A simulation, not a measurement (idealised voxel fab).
Process module heading - voxel capacitor over wiring
cross-section cut | 170 nm wide | cells 5 nm
Notation: cross-section as square-cell grid; stated in bands, top first, going down; one or more cell rows per band. First you get the band's top height and its bottom height, in nm, and then the materials it's made of, left to right, with each width in nm. If you see a single material with "full width", that one covers the band edge to edge. "empty" is empty space. Heights from 0 (as-received wafer is one material below). Bottom band endless downward, as "top 0, no bottom". A width such as "30 to 40" changes by the same amount from each row of cells to the next, from the band's top row to its bottom row. "no modifications" (step): cross-section cells unchanged, all of them. In the "Closed void roster" entry, you get each enclosed empty space of 8 cells or more, one with no open way to the top, written width x height at distance, distance from the left edge, in nm. The remark found on a step's line after its settings is issued by the simulator itself and pertains to that step. On any step carrying a mask, the "overlay nm" setting, if present on the step's line, tells how far right of its planned place the mask lay; negative values point to the left.
Process steps (planned)
1) RECEIVE (material Si)
2) CONFORMAL_DEP (material SiO2; thk nm 10)
3) CONFORMAL_DEP (material SiN; thk nm 5)
4) DIRECTIONAL_DEP (material lowk; thk nm 20)
5) PATTERN (tone open; mask id METAL_1; material resist; width nm 25; pitch nm 90; thk nm 20; overlay nm 0)
6) DIRECTIONAL_ETCH (etch materials lowk; depth nm 20)
7) DIRECTIONAL_ETCH (etch materials SiN; depth nm 5)
8) STRIP (etch materials resist)
9) CONFORMAL_DEP (material TiN; thk nm 5)
10) FILL_DEP (material Ru; thk nm 5)
11) CMP (height nm 35)
12) CONFORMAL_DEP (material SiCN; thk nm 5)
13) DIRECTIONAL_DEP (material lowk; thk nm 20)
14) MASKED_ETCH (tone open; mask id PLUG_1; width nm 15; etch materials lowk; depth nm 20; overlay nm 0)
15) MASKED_ETCH (tone open; mask id PLUG_1; width nm 15; etch materials SiCN; depth nm 5; overlay nm 0)
16) CONFORMAL_DEP (material TiN; thk nm 5)
17) FILL_DEP (material Ru; thk nm 5)
18) CMP (height nm 60)
19) DIRECTIONAL_DEP (material TiN; thk nm 5)
20) DIRECTIONAL_DEP (material SiN; thk nm 5)
21) DIRECTIONAL_DEP (material TiN; thk nm 10)
22) MASKED_ETCH (tone cover; mask id UPPER_PLATE; width nm 70; etch materials TiN; depth nm 10; overlay nm 0)
23) MASKED_ETCH (tone cover; mask id UPPER_PLATE; width nm 70; etch materials SiN; depth nm 5; overlay nm 0)
24) MASKED_ETCH (tone cover; mask id LOWER_PLATE; width nm 80; etch materials TiN; depth nm 5; overlay nm 0)
25) FILL_DEP (material SiO2; thk nm 20)
26) CMP (height nm 95)
27) PATTERN (tone open; mask id PLUG_2; material resist; width nm 15; thk nm 15; overlay nm 0)
28) DIRECTIONAL_ETCH (etch materials SiO2; depth nm 15)
29) STRIP (etch materials resist)
30) CONFORMAL_DEP (material TiN; thk nm 5)
31) FILL_DEP (material Ru; thk nm 5)
32) CMP (height nm 95)
33) CONFORMAL_DEP (material SiCN; thk nm 5)
On the first of the two wafers: run conducted according to plan
Cross-section: wafer on arrival = after step 1
  top 0, no bottom = Si full width
  Closed void roster: none
You're looking at a cross-section of the wafer after step 2
  top 10, bottom 0 = SiO2 full width
  below 0: unchanged
You're looking at a cross-section of the wafer after step 3
  top 15, bottom 10 = SiN full width
  below 10: unchanged
You're looking at a cross-section of the wafer after step 4
  top 35, bottom 15 = lowk full width
  below 15: unchanged
You're looking at a cross-section of the wafer after step 5
  top 55, bottom 35 = resist 25 | empty 25 | resist 65 | empty 25 | resist 30
  below 35: unchanged
You're looking at a cross-section of the wafer after step 6
  top 55, bottom 35 = resist 25 | empty 25 | resist 65 | empty 25 | resist 30
  top 35, bottom 15 = lowk 25 | empty 25 | lowk 65 | empty 25 | lowk 30
  below 15: unchanged
You're looking at a cross-section of the wafer after step 7
  top 55, bottom 35 = resist 25 | empty 25 | resist 65 | empty 25 | resist 30
  top 35, bottom 15 = lowk 25 | empty 25 | lowk 65 | empty 25 | lowk 30
  top 15, bottom 10 = SiN 25 | empty 25 | SiN 65 | empty 25 | SiN 30
  below 10: unchanged
You're looking at a cross-section of the wafer after step 8
  top 35, bottom 15 = lowk 25 | empty 25 | lowk 65 | empty 25 | lowk 30
  below 15: unchanged
You're looking at a cross-section of the wafer after step 9
  top 40, bottom 35 = TiN 30 | empty 15 | TiN 75 | empty 15 | TiN 35
  top 35, bottom 15 = lowk 25 | TiN 5 | empty 15 | TiN 5 | lowk 65 | TiN 5 | empty 15 | TiN 5 | lowk 30
  top 15, bottom 10 = SiN 25 | TiN 25 | SiN 65 | TiN 25 | SiN 30
  below 10: unchanged
You're looking at a cross-section of the wafer after step 10
  top 45, bottom 40 = Ru full width
  top 40, bottom 35 = TiN 30 | Ru 15 | TiN 75 | Ru 15 | TiN 35
  top 35, bottom 15 = lowk 25 | TiN 5 | Ru 15 | TiN 5 | lowk 65 | TiN 5 | Ru 15 | TiN 5 | lowk 30
  below 15: unchanged
You're looking at a cross-section of the wafer after step 11
  top 35, bottom 15 = lowk 25 | TiN 5 | Ru 15 | TiN 5 | lowk 65 | TiN 5 | Ru 15 | TiN 5 | lowk 30
  below 15: unchanged
You're looking at a cross-section of the wafer after step 12
  top 40, bottom 35 = SiCN full width
  below 35: unchanged
You're looking at a cross-section of the wafer after step 13
  top 60, bottom 40 = lowk full width
  below 40: unchanged
You're looking at a cross-section of the wafer after step 14
  top 60, bottom 40 = lowk 35 | empty 15 | lowk 120
  below 40: unchanged
You're looking at a cross-section of the wafer after step 15
  top 60, bottom 40 = lowk 35 | empty 15 | lowk 120
  top 40, bottom 35 = SiCN 35 | empty 15 | SiCN 120
  below 35: unchanged
You're looking at a cross-section of the wafer after step 16
  top 65, bottom 60 = TiN 40 | empty 5 | TiN 125
  top 60, bottom 40 = lowk 35 | TiN 5 | empty 5 | TiN 5 | lowk 120
  top 40, bottom 35 = SiCN 35 | TiN 15 | SiCN 120
  below 35: unchanged
You're looking at a cross-section of the wafer after step 17
  top 70, bottom 65 = Ru full width
  top 65, bottom 60 = TiN 40 | Ru 5 | TiN 125
  top 60, bottom 40 = lowk 35 | TiN 5 | Ru 5 | TiN 5 | lowk 120
  below 40: unchanged
You're looking at a cross-section of the wafer after step 18
  top 60, bottom 40 = lowk 35 | TiN 5 | Ru 5 | TiN 5 | lowk 120
  below 40: unchanged
You're looking at a cross-section of the wafer after step 19
  top 65, bottom 60 = TiN full width
  below 60: unchanged
You're looking at a cross-section of the wafer after step 20
  top 70, bottom 65 = SiN full width
  below 65: unchanged
You're looking at a cross-section of the wafer after step 21
  top 80, bottom 70 = TiN full width
  below 70: unchanged
You're looking at a cross-section of the wafer after step 22
  top 80, bottom 70 = empty 35 | TiN 70 | empty 65
  below 70: unchanged
You're looking at a cross-section of the wafer after step 23
  top 80, bottom 70 = empty 35 | TiN 70 | empty 65
  top 70, bottom 65 = empty 35 | SiN 70 | empty 65
  below 65: unchanged
You're looking at a cross-section of the wafer after step 24
  top 80, bottom 70 = empty 35 | TiN 70 | empty 65
  top 70, bottom 65 = empty 35 | SiN 70 | empty 65
  top 65, bottom 60 = empty 30 | TiN 80 | empty 60
  below 60: unchanged
You're looking at a cross-section of the wafer after step 25
  top 100, bottom 80 = SiO2 full width
  top 80, bottom 70 = SiO2 35 | TiN 70 | SiO2 65
  top 70, bottom 65 = SiO2 35 | SiN 70 | SiO2 65
  top 65, bottom 60 = SiO2 30 | TiN 80 | SiO2 60
  below 60: unchanged
You're looking at a cross-section of the wafer after step 26
  top 95, bottom 80 = SiO2 full width
  below 80: unchanged
You're looking at a cross-section of the wafer after step 27
  top 110, bottom 95 = resist 45 | empty 15 | resist 110
  below 95: unchanged
You're looking at a cross-section of the wafer after step 28
  top 110, bottom 95 = resist 45 | empty 15 | resist 110
  top 95, bottom 80 = SiO2 45 | empty 15 | SiO2 110
  below 80: unchanged
You're looking at a cross-section of the wafer after step 29
  top 95, bottom 80 = SiO2 45 | empty 15 | SiO2 110
  below 80: unchanged
You're looking at a cross-section of the wafer after step 30
  top 100, bottom 95 = TiN 50 | empty 5 | TiN 115
  top 95, bottom 85 = SiO2 45 | TiN 5 | empty 5 | TiN 5 | SiO2 110
  top 85, bottom 80 = SiO2 45 | TiN 15 | SiO2 110
  below 80: unchanged
You're looking at a cross-section of the wafer after step 31
  top 105, bottom 100 = Ru full width
  top 100, bottom 95 = TiN 50 | Ru 5 | TiN 115
  top 95, bottom 85 = SiO2 45 | TiN 5 | Ru 5 | TiN 5 | SiO2 110
  below 85: unchanged
You're looking at a cross-section of the wafer after step 32
  top 95, bottom 85 = SiO2 45 | TiN 5 | Ru 5 | TiN 5 | SiO2 110
  below 85: unchanged
You're looking at a cross-section of the wafer after step 33
  top 100, bottom 95 = SiCN full width
  below 95: unchanged
The remaining wafer, second of the two, started like the first and was run to the same plan, except that one mistake was made along the way; the two coincide through step 14, inclusive
Cross-sectional view of the second wafer at the intended end time of process step 15
  top 60, bottom 40 = lowk 35 | empty 15 | lowk 120
  top 40, bottom 35 = SiCN 35 | empty 15 | SiCN 120
  below 35: unchanged
Cross-sectional view of the second wafer at the intended end time of process step 16
  top 65, bottom 60 = TiN 40 | empty 5 | TiN 125
  top 60, bottom 40 = lowk 35 | TiN 5 | empty 5 | TiN 5 | lowk 120
  top 40, bottom 35 = SiCN 35 | TiN 15 | SiCN 120
  below 35: unchanged
Cross-sectional view of the second wafer at the intended end time of process step 17
  top 70, bottom 65 = Ru full width
  top 65, bottom 60 = TiN 40 | Ru 5 | TiN 125
  top 60, bottom 40 = lowk 35 | TiN 5 | Ru 5 | TiN 5 | lowk 120
  below 40: unchanged
Cross-sectional view of the second wafer at the intended end time of process step 18
  top 60, bottom 40 = lowk 35 | TiN 5 | Ru 5 | TiN 5 | lowk 120
  below 40: unchanged
Cross-sectional view of the second wafer at the intended end time of process step 19
  top 65, bottom 60 = TiN full width
  below 60: unchanged
Cross-sectional view of the second wafer at the intended end time of process step 20
  top 70, bottom 65 = SiN full width
  below 65: unchanged
Cross-sectional view of the second wafer at the intended end time of process step 21
  top 80, bottom 70 = TiN full width
  below 70: unchanged
Cross-sectional view of the second wafer at the intended end time of process step 22
  top 80, bottom 70 = empty 35 | TiN 70 | empty 65
  below 70: unchanged
Cross-sectional view of the second wafer at the intended end time of process step 23
  top 80, bottom 70 = empty 35 | TiN 70 | empty 65
  top 70, bottom 65 = empty 35 | SiN 70 | empty 65
  below 65: unchanged
Cross-sectional view of the second wafer at the intended end time of process step 24
  top 80, bottom 70 = empty 35 | TiN 70 | empty 65
  top 70, bottom 65 = empty 35 | SiN 70 | empty 65
  top 65, bottom 60 = empty 30 | TiN 80 | empty 60
  below 60: unchanged
Cross-sectional view of the second wafer at the intended end time of process step 25
  top 100, bottom 80 = SiO2 full width
  top 80, bottom 70 = SiO2 35 | TiN 70 | SiO2 65
  top 70, bottom 65 = SiO2 35 | SiN 70 | SiO2 65
  top 65, bottom 60 = SiO2 30 | TiN 80 | SiO2 60
  below 60: unchanged
Cross-sectional view of the second wafer at the intended end time of process step 26
  top 95, bottom 80 = SiO2 full width
  below 80: unchanged
Cross-sectional view of the second wafer at the intended end time of process step 27
  top 110, bottom 95 = resist 45 | empty 15 | resist 110
  below 95: unchanged
Cross-sectional view of the second wafer at the intended end time of process step 28
  top 110, bottom 95 = resist 45 | empty 15 | resist 110
  top 95, bottom 80 = SiO2 45 | empty 15 | SiO2 110
  below 80: unchanged
Cross-sectional view of the second wafer at the intended end time of process step 29
  top 95, bottom 80 = SiO2 45 | empty 15 | SiO2 110
  below 80: unchanged
Cross-sectional view of the second wafer at the intended end time of process step 30
  top 100, bottom 95 = TiN 50 | empty 5 | TiN 115
  top 95, bottom 85 = SiO2 45 | TiN 5 | empty 5 | TiN 5 | SiO2 110
  top 85, bottom 80 = SiO2 45 | TiN 15 | SiO2 110
  below 80: unchanged
Cross-sectional view of the second wafer at the intended end time of process step 31
  top 105, bottom 100 = Ru full width
  top 100, bottom 95 = TiN 50 | Ru 5 | TiN 115
  top 95, bottom 85 = SiO2 45 | TiN 5 | Ru 5 | TiN 5 | SiO2 110
  below 85: unchanged
Cross-sectional view of the second wafer at the intended end time of process step 32
  top 95, bottom 85 = SiO2 45 | TiN 5 | Ru 5 | TiN 5 | SiO2 110
  below 85: unchanged
Cross-sectional view of the second wafer at the intended end time of process step 33
  top 100, bottom 95 = SiCN full width
  below 95: unchanged
The mistake made against the process plan was this: twice, step 15 of the plan was run
If you compare the two wafers at the end, their cross-sections are the same, so as far as this model is concerned the mistake changes nothing.
